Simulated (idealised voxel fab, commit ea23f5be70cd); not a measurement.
process module | voxel gate over fins
cross-section cut | 280 nm wide | cells 5 nm
A cross-section is a grid of square cells, given in bands from the top down. A band is one or more rows of cells.
Each band's line starts with the height of the band's top and of its bottom, in nm. Then come its materials from left to right, each with its width in nm. One material with "throughout" fills the band from edge to edge. "air" is empty space.
Height 0 is the level under which the wafer as received is all one material. The lowest band goes on downwards, as in "0 down".
A width such as "30 to 40" changes by the same amount from each row of cells to the next, from the band's top row to its bottom row.
"no change" after a step means that no cell of the cross-section changed.
closed voids: empty space of 8 cells or more with no open way to the top, each as width x height at its distance from the left edge, in nm
after a step's settings: what the simulator itself notes on the step
overlay nm, on a step with a mask: how far to the right of its planned place the mask lay; to the left if negative
Each pair below shows a cross-section before one step and the cross-section after it, down to the lowest band that changed. The line under each pair gives the step between them, with its settings. The pairs can come from different runs of this module on the same starting wafer, so a pair continues from the pair above only where its "before" says so.
before
  25 to 15: W throughout
  15 to 10: TiN 105 | W 5 | TiN 170
  10 to 0: SiO2 70 | SiN 15 | SiO2 15 | TiN 5 | W 5 | TiN 5 | SiO2 15 | SiN 15 | SiO2 45 | SiN 15 | SiO2 75
  0 to -20: SiO2 75 | Si 5 | SiO2 20 | TiN 5 | W 5 | TiN 5 | SiO2 20 | Si 5 | SiO2 55 | Si 5 | SiO2 80
  -20 to -25: SiO2 75 | Si 5 | SiO2 20 | TiN 15 | SiO2 20 | Si 5 | SiO2 55 | Si 5 | SiO2 80
  -25 to -40: SiO2 75 | Si 5 | SiO2 55 | Si 5 | SiO2 55 | Si 5 | SiO2 80
  -40 down: Si throughout
  closed voids: none
after
  10 to 0: SiO2 70 | SiN 15 | SiO2 15 | TiN 5 | W 5 | TiN 5 | SiO2 15 | SiN 15 | SiO2 45 | SiN 15 | SiO2 75
  below 0: unchanged
  closed voids: none
the step between: op CMP | height nm 10
before: the cross-section after the pair above
after
  10 to 0: SiO2 70 | SiN 15 | SiO2 15 | air 15 | SiO2 15 | SiN 15 | SiO2 45 | SiN 15 | SiO2 75
  0 to -20: SiO2 75 | Si 5 | SiO2 20 | air 15 | SiO2 20 | Si 5 | SiO2 55 | Si 5 | SiO2 80
  below -20: unchanged
  closed voids: none
the step between: op SELECTIVE_ETCH | etch materials W Ru TiN | depth nm 30
before: the cross-section after the pair above
after
  15 to 10: SiO2 throughout
  10 to 0: SiO2 70 | SiN 15 | SiO2 45 | SiN 15 | SiO2 45 | SiN 15 | SiO2 75
  0 to -20: SiO2 75 | Si 5 | SiO2 55 | Si 5 | SiO2 55 | Si 5 | SiO2 80
  below -20: unchanged
  closed voids: none
the step between: op FILL_DEP | material SiO2 | thk nm 5
before: the cross-section after the pair above
after
  10 to 0: SiO2 70 | SiN 15 | SiO2 45 | SiN 15 | SiO2 45 | SiN 15 | SiO2 75
  below 0: unchanged
  closed voids: none
the step between: op CMP | height nm 10
before: the cross-section after the pair above
after
  10 to 0: air 70 | SiN 15 | air 45 | SiN 15 | air 45 | SiN 15 | air 75
  0 to -15: air 75 | Si 5 | air 55 | Si 5 | air 55 | Si 5 | air 80
  below -15: unchanged
  closed voids: none
the step between: op SELECTIVE_ETCH | etch materials SiO2 | depth nm 25
before: the cross-section after the pair above
after
  0 to -15: air 75 | Si 5 | air 55 | Si 5 | air 55 | Si 5 | air 80
  below -15: unchanged
  closed voids: none
the step between: op STRIP | etch materials SiN
before: the cross-section after the pair above
after
  5 to 0: air 70 | HfO2 15 | air 45 | HfO2 15 | air 45 | HfO2 15 | air 75
  0 to -10: air 70 | HfO2 5 | Si 5 | HfO2 5 | air 45 | HfO2 5 | Si 5 | HfO2 5 | air 45 | HfO2 5 | Si 5 | HfO2 5 | air 75
  -10 to -15: HfO2 75 | Si 5 | HfO2 55 | Si 5 | HfO2 55 | Si 5 | HfO2 80
  below -15: unchanged
  closed voids: none
the step between: op CONFORMAL_DEP | material HfO2 | thk nm 5
before: the cross-section after the pair above
after
  10 to 5: air 65 | TiN 25 | air 35 | TiN 25 | air 35 | TiN 25 | air 70
  5 to 0: air 65 | TiN 5 | HfO2 15 | TiN 5 | air 35 | TiN 5 | HfO2 15 | TiN 5 | air 35 | TiN 5 | HfO2 15 | TiN 5 | air 70
  0 to -5: air 65 | TiN 5 | HfO2 5 | Si 5 | HfO2 5 | TiN 5 | air 35 | TiN 5 | HfO2 5 | Si 5 | HfO2 5 | TiN 5 | air 35 | TiN 5 | HfO2 5 | Si 5 | HfO2 5 | TiN 5 | air 70
  -5 to -10: TiN 70 | HfO2 5 | Si 5 | HfO2 5 | TiN 45 | HfO2 5 | Si 5 | HfO2 5 | TiN 45 | HfO2 5 | Si 5 | HfO2 5 | TiN 75
  below -10: unchanged
  closed voids: none
the step between: op CONFORMAL_DEP | material TiN | thk nm 5
before: the cross-section after the pair above
after
  25 to 10: W throughout
  10 to 5: W 65 | TiN 25 | W 35 | TiN 25 | W 35 | TiN 25 | W 70
  5 to 0: W 65 | TiN 5 | HfO2 15 | TiN 5 | W 35 | TiN 5 | HfO2 15 | TiN 5 | W 35 | TiN 5 | HfO2 15 | TiN 5 | W 70
  0 to -5: W 65 | TiN 5 | HfO2 5 | Si 5 | HfO2 5 | TiN 5 | W 35 | TiN 5 | HfO2 5 | Si 5 | HfO2 5 | TiN 5 | W 35 | TiN 5 | HfO2 5 | Si 5 | HfO2 5 | TiN 5 | W 70
  below -5: unchanged
  closed voids: none
the step between: op FILL_DEP | material W | thk nm 15
before: the cross-section after the pair above
after
  20 to 10: W throughout
  below 10: unchanged
  closed voids: none
the step between: op CMP | height nm 20
before: the cross-section after the pair above
after
  30 to 20: SiCN throughout
  below 20: unchanged
  closed voids: none
the step between: op CONFORMAL_DEP | material SiCN | thk nm 10
before
  10 to 0: SiO2 70 | SiN 15 | SiO2 45 | SiN 15 | SiO2 45 | SiN 15 | SiO2 75
  0 to -35: SiO2 75 | Si 5 | SiO2 55 | Si 5 | SiO2 55 | Si 5 | SiO2 80
  -35 down: Si throughout
  closed voids: none
after
  30 to 10: resist 95 | air 25 | resist 160
  below 10: unchanged
  closed voids: none
the step between: op PATTERN | tone open | mask id RAIL | material resist | width nm 25 | thk nm 20 | overlay nm 0
before: the cross-section after the pair above
after
  30 to 10: resist 95 | air 25 | resist 160
  10 to 0: SiO2 70 | SiN 15 | SiO2 10 | air 25 | SiO2 10 | SiN 15 | SiO2 45 | SiN 15 | SiO2 75
  0 to -25: SiO2 75 | Si 5 | SiO2 15 | air 25 | SiO2 15 | Si 5 | SiO2 55 | Si 5 | SiO2 80
  below -25: unchanged
  closed voids: none
the step between: op DIRECTIONAL_ETCH | etch materials SiO2 | depth nm 35
before: the cross-section after the pair above
after
  10 to 0: SiO2 70 | SiN 15 | SiO2 10 | air 25 | SiO2 10 | SiN 15 | SiO2 45 | SiN 15 | SiO2 75
  below 0: unchanged
  closed voids: none
the step between: op STRIP | etch materials resist
before: the cross-section after the pair above
after
  15 to 10: TiN 100 | air 15 | TiN 165
  10 to 0: SiO2 70 | SiN 15 | SiO2 10 | TiN 5 | air 15 | TiN 5 | SiO2 10 | SiN 15 | SiO2 45 | SiN 15 | SiO2 75
  0 to -20: SiO2 75 | Si 5 | SiO2 15 | TiN 5 | air 15 | TiN 5 | SiO2 15 | Si 5 | SiO2 55 | Si 5 | SiO2 80
  -20 to -25: SiO2 75 | Si 5 | SiO2 15 | TiN 25 | SiO2 15 | Si 5 | SiO2 55 | Si 5 | SiO2 80
  below -25: unchanged
  closed voids: none
the step between: op CONFORMAL_DEP | material TiN | thk nm 5
before: the cross-section after the pair above
after
  25 to 15: W throughout
  15 to 10: TiN 100 | W 15 | TiN 165
  10 to 0: SiO2 70 | SiN 15 | SiO2 10 | TiN 5 | W 15 | TiN 5 | SiO2 10 | SiN 15 | SiO2 45 | SiN 15 | SiO2 75
  0 to -20: SiO2 75 | Si 5 | SiO2 15 | TiN 5 | W 15 | TiN 5 | SiO2 15 | Si 5 | SiO2 55 | Si 5 | SiO2 80
  below -20: unchanged
  closed voids: none
the step between: op FILL_DEP | material W | thk nm 10
before: the cross-section after the pair above
after
  10 to 0: SiO2 70 | SiN 15 | SiO2 10 | TiN 5 | W 15 | TiN 5 | SiO2 10 | SiN 15 | SiO2 45 | SiN 15 | SiO2 75
  below 0: unchanged
  closed voids: none
the step between: op CMP | height nm 10
before: the cross-section after the pair above
after
  10 to 0: SiO2 70 | SiN 15 | SiO2 10 | air 25 | SiO2 10 | SiN 15 | SiO2 45 | SiN 15 | SiO2 75
  0 to -20: SiO2 75 | Si 5 | SiO2 15 | air 25 | SiO2 15 | Si 5 | SiO2 55 | Si 5 | SiO2 80
  below -20: unchanged
  closed voids: none
the step between: op SELECTIVE_ETCH | etch materials W Ru TiN | depth nm 30
before: the cross-section after the pair above
after
  15 to 10: SiO2 throughout
  10 to 0: SiO2 70 | SiN 15 | SiO2 45 | SiN 15 | SiO2 45 | SiN 15 | SiO2 75
  0 to -20: SiO2 75 | Si 5 | SiO2 55 | Si 5 | SiO2 55 | Si 5 | SiO2 80
  below -20: unchanged
  closed voids: none
the step between: op FILL_DEP | material SiO2 | thk nm 5
before: the cross-section after the pair above
after
  10 to 0: SiO2 70 | SiN 15 | SiO2 45 | SiN 15 | SiO2 45 | SiN 15 | SiO2 75
  below 0: unchanged
  closed voids: none
the step between: op CMP | height nm 10
before: the cross-section after the pair above
after
  10 to 0: air 70 | SiN 15 | air 45 | SiN 15 | air 45 | SiN 15 | air 75
  0 to -15: air 75 | Si 5 | air 55 | Si 5 | air 55 | Si 5 | air 80
  below -15: unchanged
  closed voids: none
the step between: op SELECTIVE_ETCH | etch materials SiO2 | depth nm 25
before: the cross-section after the pair above
after
  0 to -15: air 75 | Si 5 | air 55 | Si 5 | air 55 | Si 5 | air 80
  below -15: unchanged
  closed voids: none
the step between: op STRIP | etch materials SiN
before: the cross-section after the pair above
after
  5 to 0: air 70 | HfO2 15 | air 45 | HfO2 15 | air 45 | HfO2 15 | air 75
  0 to -10: air 70 | HfO2 5 | Si 5 | HfO2 5 | air 45 | HfO2 5 | Si 5 | HfO2 5 | air 45 | HfO2 5 | Si 5 | HfO2 5 | air 75
  -10 to -15: HfO2 75 | Si 5 | HfO2 55 | Si 5 | HfO2 55 | Si 5 | HfO2 80
  below -15: unchanged
  closed voids: none
the step between: op CONFORMAL_DEP | material HfO2 | thk nm 5
before: the cross-section after the pair above
after
  10 to 5: air 65 | TiN 25 | air 35 | TiN 25 | air 35 | TiN 25 | air 70
  5 to 0: air 65 | TiN 5 | HfO2 15 | TiN 5 | air 35 | TiN 5 | HfO2 15 | TiN 5 | air 35 | TiN 5 | HfO2 15 | TiN 5 | air 70
  0 to -5: air 65 | TiN 5 | HfO2 5 | Si 5 | HfO2 5 | TiN 5 | air 35 | TiN 5 | HfO2 5 | Si 5 | HfO2 5 | TiN 5 | air 35 | TiN 5 | HfO2 5 | Si 5 | HfO2 5 | TiN 5 | air 70
  -5 to -10: TiN 70 | HfO2 5 | Si 5 | HfO2 5 | TiN 45 | HfO2 5 | Si 5 | HfO2 5 | TiN 45 | HfO2 5 | Si 5 | HfO2 5 | TiN 75
  below -10: unchanged
  closed voids: none
the step between: op CONFORMAL_DEP | material TiN | thk nm 5
before: the cross-section after the pair above
after
  25 to 10: W throughout
  10 to 5: W 65 | TiN 25 | W 35 | TiN 25 | W 35 | TiN 25 | W 70
  5 to 0: W 65 | TiN 5 | HfO2 15 | TiN 5 | W 35 | TiN 5 | HfO2 15 | TiN 5 | W 35 | TiN 5 | HfO2 15 | TiN 5 | W 70
  0 to -5: W 65 | TiN 5 | HfO2 5 | Si 5 | HfO2 5 | TiN 5 | W 35 | TiN 5 | HfO2 5 | Si 5 | HfO2 5 | TiN 5 | W 35 | TiN 5 | HfO2 5 | Si 5 | HfO2 5 | TiN 5 | W 70
  below -5: unchanged
  closed voids: none
the step between: op FILL_DEP | material W | thk nm 15
before: the cross-section after the pair above
after
  20 to 10: W throughout
  below 10: unchanged
  closed voids: none
the step between: op CMP | height nm 20
before: the cross-section after the pair above
after
  30 to 20: SiCN throughout
  below 20: unchanged
  closed voids: none
the step between: op CONFORMAL_DEP | material SiCN | thk nm 10
before
  10 to 0: SiO2 70 | SiN 15 | SiO2 45 | SiN 15 | SiO2 45 | SiN 15 | SiO2 75
  0 to -35: SiO2 75 | Si 5 | SiO2 55 | Si 5 | SiO2 55 | Si 5 | SiO2 80
  -35 down: Si throughout
  closed voids: none
after
  30 to 10: resist 90 | air 15 | resist 175
  below 10: unchanged
  closed voids: none
the step between: op PATTERN | tone open | mask id RAIL | material resist | width nm 15 | thk nm 20 | overlay nm -10
before: the cross-section after the pair above
after
  30 to 10: resist 90 | air 15 | resist 175
  10 to 0: SiO2 70 | SiN 15 | SiO2 5 | air 15 | SiO2 25 | SiN 15 | SiO2 45 | SiN 15 | SiO2 75
  0 to -25: SiO2 75 | Si 5 | SiO2 10 | air 15 | SiO2 30 | Si 5 | SiO2 55 | Si 5 | SiO2 80
  below -25: unchanged
  closed voids: none
the step between: op DIRECTIONAL_ETCH | etch materials SiO2 | depth nm 35
before: the cross-section after the pair above
after
  10 to 0: SiO2 70 | SiN 15 | SiO2 5 | air 15 | SiO2 25 | SiN 15 | SiO2 45 | SiN 15 | SiO2 75
  below 0: unchanged
  closed voids: none
the step between: op STRIP | etch materials resist
before: the cross-section after the pair above
after
  15 to 10: TiN 95 | air 5 | TiN 180
  10 to 0: SiO2 70 | SiN 15 | SiO2 5 | TiN 5 | air 5 | TiN 5 | SiO2 25 | SiN 15 | SiO2 45 | SiN 15 | SiO2 75
  0 to -20: SiO2 75 | Si 5 | SiO2 10 | TiN 5 | air 5 | TiN 5 | SiO2 30 | Si 5 | SiO2 55 | Si 5 | SiO2 80
  -20 to -25: SiO2 75 | Si 5 | SiO2 10 | TiN 15 | SiO2 30 | Si 5 | SiO2 55 | Si 5 | SiO2 80
  below -25: unchanged
  closed voids: none
the step between: op CONFORMAL_DEP | material TiN | thk nm 5
before: the cross-section after the pair above
after
  25 to 15: W throughout
  15 to 10: TiN 95 | W 5 | TiN 180
  10 to 0: SiO2 70 | SiN 15 | SiO2 5 | TiN 5 | W 5 | TiN 5 | SiO2 25 | SiN 15 | SiO2 45 | SiN 15 | SiO2 75
  0 to -20: SiO2 75 | Si 5 | SiO2 10 | TiN 5 | W 5 | TiN 5 | SiO2 30 | Si 5 | SiO2 55 | Si 5 | SiO2 80
  below -20: unchanged
  closed voids: none
the step between: op FILL_DEP | material W | thk nm 10
before: the cross-section after the pair above
after
  10 to 0: SiO2 70 | SiN 15 | SiO2 5 | TiN 5 | W 5 | TiN 5 | SiO2 25 | SiN 15 | SiO2 45 | SiN 15 | SiO2 75
  below 0: unchanged
  closed voids: none
the step between: op CMP | height nm 10
before: the cross-section after the pair above
after
  10 to 0: SiO2 70 | SiN 15 | SiO2 5 | air 15 | SiO2 25 | SiN 15 | SiO2 45 | SiN 15 | SiO2 75
  0 to -20: SiO2 75 | Si 5 | SiO2 10 | air 15 | SiO2 30 | Si 5 | SiO2 55 | Si 5 | SiO2 80
  below -20: unchanged
  closed voids: none
the step between: op SELECTIVE_ETCH | etch materials W Ru TiN | depth nm 30
before: the cross-section after the pair above
after
  15 to 10: SiO2 throughout
  10 to 0: SiO2 70 | SiN 15 | SiO2 45 | SiN 15 | SiO2 45 | SiN 15 | SiO2 75
  0 to -20: SiO2 75 | Si 5 | SiO2 55 | Si 5 | SiO2 55 | Si 5 | SiO2 80
  below -20: unchanged
  closed voids: none
the step between: op FILL_DEP | material SiO2 | thk nm 5
before: the cross-section after the pair above
after
  10 to 0: SiO2 70 | SiN 15 | SiO2 45 | SiN 15 | SiO2 45 | SiN 15 | SiO2 75
  below 0: unchanged
  closed voids: none
the step between: op CMP | height nm 10
before: the cross-section after the pair above
after
  10 to 0: air 70 | SiN 15 | air 45 | SiN 15 | air 45 | SiN 15 | air 75
  0 to -15: air 75 | Si 5 | air 55 | Si 5 | air 55 | Si 5 | air 80
  below -15: unchanged
  closed voids: none
the step between: op SELECTIVE_ETCH | etch materials SiO2 | depth nm 25
before: the cross-section after the pair above
after
  0 to -15: air 75 | Si 5 | air 55 | Si 5 | air 55 | Si 5 | air 80
  below -15: unchanged
  closed voids: none
the step between: op STRIP | etch materials SiN
before: the cross-section after the pair above
after
  5 to 0: air 70 | HfO2 15 | air 45 | HfO2 15 | air 45 | HfO2 15 | air 75
  0 to -10: air 70 | HfO2 5 | Si 5 | HfO2 5 | air 45 | HfO2 5 | Si 5 | HfO2 5 | air 45 | HfO2 5 | Si 5 | HfO2 5 | air 75
  -10 to -15: HfO2 75 | Si 5 | HfO2 55 | Si 5 | HfO2 55 | Si 5 | HfO2 80
  below -15: unchanged
  closed voids: none
the step between: op CONFORMAL_DEP | material HfO2 | thk nm 5
before: the cross-section after the pair above
after
  10 to 5: air 65 | TiN 25 | air 35 | TiN 25 | air 35 | TiN 25 | air 70
  5 to 0: air 65 | TiN 5 | HfO2 15 | TiN 5 | air 35 | TiN 5 | HfO2 15 | TiN 5 | air 35 | TiN 5 | HfO2 15 | TiN 5 | air 70
  0 to -5: air 65 | TiN 5 | HfO2 5 | Si 5 | HfO2 5 | TiN 5 | air 35 | TiN 5 | HfO2 5 | Si 5 | HfO2 5 | TiN 5 | air 35 | TiN 5 | HfO2 5 | Si 5 | HfO2 5 | TiN 5 | air 70
  -5 to -10: TiN 70 | HfO2 5 | Si 5 | HfO2 5 | TiN 45 | HfO2 5 | Si 5 | HfO2 5 | TiN 45 | HfO2 5 | Si 5 | HfO2 5 | TiN 75
  below -10: unchanged
  closed voids: none
the step between: op CONFORMAL_DEP | material TiN | thk nm 5
before: the cross-section after the pair above
after
  25 to 10: W throughout
  10 to 5: W 65 | TiN 25 | W 35 | TiN 25 | W 35 | TiN 25 | W 70
  5 to 0: W 65 | TiN 5 | HfO2 15 | TiN 5 | W 35 | TiN 5 | HfO2 15 | TiN 5 | W 35 | TiN 5 | HfO2 15 | TiN 5 | W 70
  0 to -5: W 65 | TiN 5 | HfO2 5 | Si 5 | HfO2 5 | TiN 5 | W 35 | TiN 5 | HfO2 5 | Si 5 | HfO2 5 | TiN 5 | W 35 | TiN 5 | HfO2 5 | Si 5 | HfO2 5 | TiN 5 | W 70
  below -5: unchanged
  closed voids: none
the step between: op FILL_DEP | material W | thk nm 15
before: the cross-section after the pair above
after
  20 to 10: W throughout
  below 10: unchanged
  closed voids: none
the step between: op CMP | height nm 20
before: the cross-section after the pair above
after
  30 to 20: SiCN throughout
  below 20: unchanged
  closed voids: none
the step between: op CONFORMAL_DEP | material SiCN | thk nm 10
before
  10 to 0: SiO2 70 | SiN 15 | SiO2 15 | TiN 5 | W 5 | TiN 5 | SiO2 15 | SiN 15 | SiO2 45 | SiN 15 | SiO2 75
  0 to -20: SiO2 75 | Si 5 | SiO2 20 | TiN 5 | W 5 | TiN 5 | SiO2 20 | Si 5 | SiO2 55 | Si 5 | SiO2 80
  -20 to -25: SiO2 75 | Si 5 | SiO2 20 | TiN 15 | SiO2 20 | Si 5 | SiO2 55 | Si 5 | SiO2 80
  -25 to -35: SiO2 75 | Si 5 | SiO2 55 | Si 5 | SiO2 55 | Si 5 | SiO2 80
  -35 down: Si throughout
  closed voids: none
after
  10 to 0: SiO2 70 | SiN 15 | SiO2 15 | air 5 | W 5 | air 5 | SiO2 15 | SiN 15 | SiO2 45 | SiN 15 | SiO2 75
  0 to -20: SiO2 75 | Si 5 | SiO2 20 | air 5 | W 5 | air 5 | SiO2 20 | Si 5 | SiO2 55 | Si 5 | SiO2 80
  below -20: unchanged
  closed voids: none
the step between: op SELECTIVE_ETCH | etch materials TiN | depth nm 30
before: the cross-section after the pair above
after
  15 to 10: SiO2 throughout
  10 to 0: SiO2 70 | SiN 15 | SiO2 20 | W 5 | SiO2 20 | SiN 15 | SiO2 45 | SiN 15 | SiO2 75
  0 to -20: SiO2 75 | Si 5 | SiO2 25 | W 5 | SiO2 25 | Si 5 | SiO2 55 | Si 5 | SiO2 80
  below -20: unchanged
  closed voids: none
the step between: op FILL_DEP | material SiO2 | thk nm 5
before: the cross-section after the pair above
after
  10 to 0: SiO2 70 | SiN 15 | SiO2 20 | W 5 | SiO2 20 | SiN 15 | SiO2 45 | SiN 15 | SiO2 75
  below 0: unchanged
  closed voids: none
the step between: op CMP | height nm 10
before: the cross-section after the pair above
after
  10 to 0: air 70 | SiN 15 | air 20 | W 5 | air 20 | SiN 15 | air 45 | SiN 15 | air 75
  0 to -15: air 75 | Si 5 | air 25 | W 5 | air 25 | Si 5 | air 55 | Si 5 | air 80
  below -15: unchanged
  closed voids: none
the step between: op SELECTIVE_ETCH | etch materials SiO2 | depth nm 25
before: the cross-section after the pair above
after
  10 to 0: air 105 | W 5 | air 170
  below 0: unchanged
  closed voids: none
the step between: op STRIP | etch materials SiN
before: the cross-section after the pair above
after
  15 to 10: air 100 | HfO2 15 | air 165
  10 to 5: air 100 | HfO2 5 | W 5 | HfO2 5 | air 165
  5 to 0: air 70 | HfO2 15 | air 15 | HfO2 5 | W 5 | HfO2 5 | air 15 | HfO2 15 | air 45 | HfO2 15 | air 75
  0 to -10: air 70 | HfO2 5 | Si 5 | HfO2 5 | air 15 | HfO2 5 | W 5 | HfO2 5 | air 15 | HfO2 5 | Si 5 | HfO2 5 | air 45 | HfO2 5 | Si 5 | HfO2 5 | air 75
  -10 to -15: HfO2 75 | Si 5 | HfO2 25 | W 5 | HfO2 25 | Si 5 | HfO2 55 | Si 5 | HfO2 80
  below -15: unchanged
  closed voids: none
the step between: op CONFORMAL_DEP | material HfO2 | thk nm 5
before: the cross-section after the pair above
after
  20 to 15: air 95 | TiN 25 | air 160
  15 to 10: air 95 | TiN 5 | HfO2 15 | TiN 5 | air 160
  10 to 5: air 65 | TiN 25 | air 5 | TiN 5 | HfO2 5 | W 5 | HfO2 5 | TiN 5 | air 5 | TiN 25 | air 35 | TiN 25 | air 70
  5 to 0: air 65 | TiN 5 | HfO2 15 | TiN 5 | air 5 | TiN 5 | HfO2 5 | W 5 | HfO2 5 | TiN 5 | air 5 | TiN 5 | HfO2 15 | TiN 5 | air 35 | TiN 5 | HfO2 15 | TiN 5 | air 70
  0 to -5: air 65 | TiN 5 | HfO2 5 | Si 5 | HfO2 5 | TiN 5 | air 5 | TiN 5 | HfO2 5 | W 5 | HfO2 5 | TiN 5 | air 5 | TiN 5 | HfO2 5 | Si 5 | HfO2 5 | TiN 5 | air 35 | TiN 5 | HfO2 5 | Si 5 | HfO2 5 | TiN 5 | air 70
  -5 to -10: TiN 70 | HfO2 5 | Si 5 | HfO2 5 | TiN 15 | HfO2 5 | W 5 | HfO2 5 | TiN 15 | HfO2 5 | Si 5 | HfO2 5 | TiN 45 | HfO2 5 | Si 5 | HfO2 5 | TiN 75
  below -10: unchanged
  closed voids: none
the step between: op CONFORMAL_DEP | material TiN | thk nm 5
before: the cross-section after the pair above
after
  35 to 20: W throughout
  20 to 15: W 95 | TiN 25 | W 160
  15 to 10: W 95 | TiN 5 | HfO2 15 | TiN 5 | W 160
  10 to 5: W 65 | TiN 25 | W 5 | TiN 5 | HfO2 5 | W 5 | HfO2 5 | TiN 5 | W 5 | TiN 25 | W 35 | TiN 25 | W 70
  5 to 0: W 65 | TiN 5 | HfO2 15 | TiN 5 | W 5 | TiN 5 | HfO2 5 | W 5 | HfO2 5 | TiN 5 | W 5 | TiN 5 | HfO2 15 | TiN 5 | W 35 | TiN 5 | HfO2 15 | TiN 5 | W 70
  0 to -5: W 65 | TiN 5 | HfO2 5 | Si 5 | HfO2 5 | TiN 5 | W 5 | TiN 5 | HfO2 5 | W 5 | HfO2 5 | TiN 5 | W 5 | TiN 5 | HfO2 5 | Si 5 | HfO2 5 | TiN 5 | W 35 | TiN 5 | HfO2 5 | Si 5 | HfO2 5 | TiN 5 | W 70
  below -5: unchanged
  closed voids: none
the step between: op FILL_DEP | material W | thk nm 15
before: the cross-section after the pair above
after
  20 to 15: W 95 | TiN 25 | W 160
  below 15: unchanged
  closed voids: none
the step between: op CMP | height nm 20
before: the cross-section after the pair above
after
  30 to 20: SiCN throughout
  below 20: unchanged
  closed voids: none
the step between: op CONFORMAL_DEP | material SiCN | thk nm 10
before
  10 to 0: SiO2 70 | SiN 15 | SiO2 45 | SiN 15 | SiO2 45 | SiN 15 | SiO2 75
  0 to -35: SiO2 75 | Si 5 | SiO2 55 | Si 5 | SiO2 55 | Si 5 | SiO2 80
  -35 down: Si throughout
  closed voids: none
after
  30 to 10: air 100 | resist 15 | air 165
  below 10: unchanged
  closed voids: none
the step between: op PATTERN | tone cover | mask id RAIL | material resist | width nm 15 | thk nm 20 | overlay nm 0
before: the cross-section after the pair above
after
  30 to 10: air 100 | resist 15 | air 165
  10 to 0: air 70 | SiN 15 | air 15 | SiO2 15 | air 15 | SiN 15 | air 45 | SiN 15 | air 75
  0 to -25: air 70 | SiO2 5 | Si 5 | SiO2 5 | air 15 | SiO2 15 | air 15 | SiO2 5 | Si 5 | SiO2 5 | air 45 | SiO2 5 | Si 5 | SiO2 5 | air 75
  below -25: unchanged
  closed voids: none
the step between: op DIRECTIONAL_ETCH | etch materials SiO2 | depth nm 35
before: the cross-section after the pair above
after
  10 to 0: air 70 | SiN 15 | air 15 | SiO2 15 | air 15 | SiN 15 | air 45 | SiN 15 | air 75
  below 0: unchanged
  closed voids: none
the step between: op STRIP | etch materials resist
before: the cross-section after the pair above
after
  15 to 10: air 65 | TiN 25 | air 5 | TiN 25 | air 5 | TiN 25 | air 35 | TiN 25 | air 70
  10 to 0: air 65 | TiN 5 | SiN 15 | TiN 5 | air 5 | TiN 5 | SiO2 15 | TiN 5 | air 5 | TiN 5 | SiN 15 | TiN 5 | air 35 | TiN 5 | SiN 15 | TiN 5 | air 70
  0 to -20: air 65 | TiN 5 | SiO2 5 | Si 5 | SiO2 5 | TiN 5 | air 5 | TiN 5 | SiO2 15 | TiN 5 | air 5 | TiN 5 | SiO2 5 | Si 5 | SiO2 5 | TiN 5 | air 35 | TiN 5 | SiO2 5 | Si 5 | SiO2 5 | TiN 5 | air 70
  -20 to -25: TiN 70 | SiO2 5 | Si 5 | SiO2 5 | TiN 15 | SiO2 15 | TiN 15 | SiO2 5 | Si 5 | SiO2 5 | TiN 45 | SiO2 5 | Si 5 | SiO2 5 | TiN 75
  below -25: unchanged
  closed voids: none
the step between: op CONFORMAL_DEP | material TiN | thk nm 5
before: the cross-section after the pair above
after
  25 to 15: W throughout
  15 to 10: W 65 | TiN 25 | W 5 | TiN 25 | W 5 | TiN 25 | W 35 | TiN 25 | W 70
  10 to 0: W 65 | TiN 5 | SiN 15 | TiN 5 | W 5 | TiN 5 | SiO2 15 | TiN 5 | W 5 | TiN 5 | SiN 15 | TiN 5 | W 35 | TiN 5 | SiN 15 | TiN 5 | W 70
  0 to -20: W 65 | TiN 5 | SiO2 5 | Si 5 | SiO2 5 | TiN 5 | W 5 | TiN 5 | SiO2 15 | TiN 5 | W 5 | TiN 5 | SiO2 5 | Si 5 | SiO2 5 | TiN 5 | W 35 | TiN 5 | SiO2 5 | Si 5 | SiO2 5 | TiN 5 | W 70
  below -20: unchanged
  closed voids: none
the step between: op FILL_DEP | material W | thk nm 10
before: the cross-section after the pair above
after
  10 to 0: W 65 | TiN 5 | SiN 15 | TiN 5 | W 5 | TiN 5 | SiO2 15 | TiN 5 | W 5 | TiN 5 | SiN 15 | TiN 5 | W 35 | TiN 5 | SiN 15 | TiN 5 | W 70
  below 0: unchanged
  closed voids: none
the step between: op CMP | height nm 10
before: the cross-section after the pair above
after
  10 to 0: air 70 | SiN 15 | air 15 | SiO2 15 | air 15 | SiN 15 | air 45 | SiN 15 | air 75
  0 to -20: air 70 | SiO2 5 | Si 5 | SiO2 5 | air 15 | SiO2 15 | air 15 | SiO2 5 | Si 5 | SiO2 5 | air 45 | SiO2 5 | Si 5 | SiO2 5 | air 75
  below -20: unchanged
  closed voids: none
the step between: op SELECTIVE_ETCH | etch materials W Ru TiN | depth nm 30
before: the cross-section after the pair above
after
  15 to 10: SiO2 throughout
  10 to 0: SiO2 70 | SiN 15 | SiO2 45 | SiN 15 | SiO2 45 | SiN 15 | SiO2 75
  0 to -20: SiO2 75 | Si 5 | SiO2 55 | Si 5 | SiO2 55 | Si 5 | SiO2 80
  below -20: unchanged
  closed voids: none
the step between: op FILL_DEP | material SiO2 | thk nm 5
before: the cross-section after the pair above
after
  10 to 0: SiO2 70 | SiN 15 | SiO2 45 | SiN 15 | SiO2 45 | SiN 15 | SiO2 75
  below 0: unchanged
  closed voids: none
the step between: op CMP | height nm 10
before: the cross-section after the pair above
after
  10 to 0: air 70 | SiN 15 | air 45 | SiN 15 | air 45 | SiN 15 | air 75
  0 to -15: air 75 | Si 5 | air 55 | Si 5 | air 55 | Si 5 | air 80
  below -15: unchanged
  closed voids: none
the step between: op SELECTIVE_ETCH | etch materials SiO2 | depth nm 25
before: the cross-section after the pair above
after
  0 to -15: air 75 | Si 5 | air 55 | Si 5 | air 55 | Si 5 | air 80
  below -15: unchanged
  closed voids: none
the step between: op STRIP | etch materials SiN
before: the cross-section after the pair above
after
  5 to 0: air 70 | HfO2 15 | air 45 | HfO2 15 | air 45 | HfO2 15 | air 75
  0 to -10: air 70 | HfO2 5 | Si 5 | HfO2 5 | air 45 | HfO2 5 | Si 5 | HfO2 5 | air 45 | HfO2 5 | Si 5 | HfO2 5 | air 75
  -10 to -15: HfO2 75 | Si 5 | HfO2 55 | Si 5 | HfO2 55 | Si 5 | HfO2 80
  below -15: unchanged
  closed voids: none
the step between: op CONFORMAL_DEP | material HfO2 | thk nm 5
